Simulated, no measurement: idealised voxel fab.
Process module in this document: voxel double patterning
Displayed cross-section: cut, width of 240 nm, square cells sized 5 nm.
The cross-sections in this document take the form of a grid made of square cells. They are written out as bands, in order from top to bottom. Each band consists of one or more rows of cells.
Per band: top height and bottom height in nm, followed by the left-to-right materials and their widths in nm; "everywhere" marks a single material spanning edge to edge, "blank" marks empty space.
Note: height 0 marks the level under which the wafer is uniformly one material as received. Lowest band unbounded below, written "from 0 down".
The expression "30..40" gives the width at the extremes of the band, the first number at its top row of cells and the second at its bottom row, with the width changing by equal amounts from each row to the next in between.
The designation "no modification", where it is given for a processing step, indicates that no cell of the cross-section was altered in the course of that step.
What "Entrapped void list" gives you is every empty space of 8 cells or more that is cut off from the top. Each appears as width x height at distance, with the distance taken from the left edge and width, height and distance all in nm.
Text after the settings on a step's line: the simulator's own remark on that step.
overlay nm: how far to the right of its planned place the mask lay on this masked step (negative: to the left).
-- plan
1 RECEIVE | material Si
2 CONFORMAL_DEP | material SiO2 | thk nm 5
3 DIRECTIONAL_DEP | material polySi | thk nm 15
4 DIRECTIONAL_DEP | material SiCN | thk nm 5
5 MASKED_ETCH | tone open | mask id FIRST | width nm 15 | pitch nm 50 | etch materials SiCN | depth nm 5 | overlay nm 0
6 DIRECTIONAL_DEP | material aC | thk nm 10
7 PATTERN | tone open | mask id SECOND | material resist | width nm 15 | pitch nm 50 | thk nm 25 | overlay nm 0
8 DIRECTIONAL_ETCH | etch materials aC | depth nm 10
9 STRIP | etch materials resist
10 DIRECTIONAL_ETCH | etch materials SiCN | depth nm 5
11 STRIP | etch materials aC
12 DIRECTIONAL_ETCH | etch materials polySi | depth nm 15
13 STRIP | etch materials SiCN
Across this set of wafers, the varied parameter is the width nm of step 5. Starting conditions are identical for every wafer, and the plan reports the value assigned to the first wafer.
-- The first of several wafers as received, shown in cross-section; this is its state after step 1
    from 0 down  Si everywhere
    Entrapped void list: none
-- Cross-sectional representation of the first of several wafers at the end of the module, i.e. after its terminal step, step 13
    from 20 to 5  polySi (60), blank (15), polySi (10), blank (15), polySi (10), blank (15), polySi (10), blank (15), polySi (10), blank (15), polySi (65)
    from 5 to 0  SiO2 everywhere
    from 0 down  Si everywhere
    Entrapped void list: none
-- Cross-section of the final wafer among several, taken at the end of the module
    from 20 to 5  polySi (55), blank (45), polySi (5), blank (45), polySi (5), blank (30), polySi (55)
    from 5 to 0  SiO2 everywhere
    from 0 down  Si everywhere
    Entrapped void list: none
-- wafer rows; end of module; cells per material since receipt: (+) gained, (-) lost; then closed voids
width nm 15, +48 SiO2, +99 polySi, Entrapped void list: none
width nm 20, +48 SiO2, +90 polySi, Entrapped void list: none
width nm 25, +48 SiO2, +81 polySi, Entrapped void list: none
width nm 30, +48 SiO2, +72 polySi, Entrapped void list: none
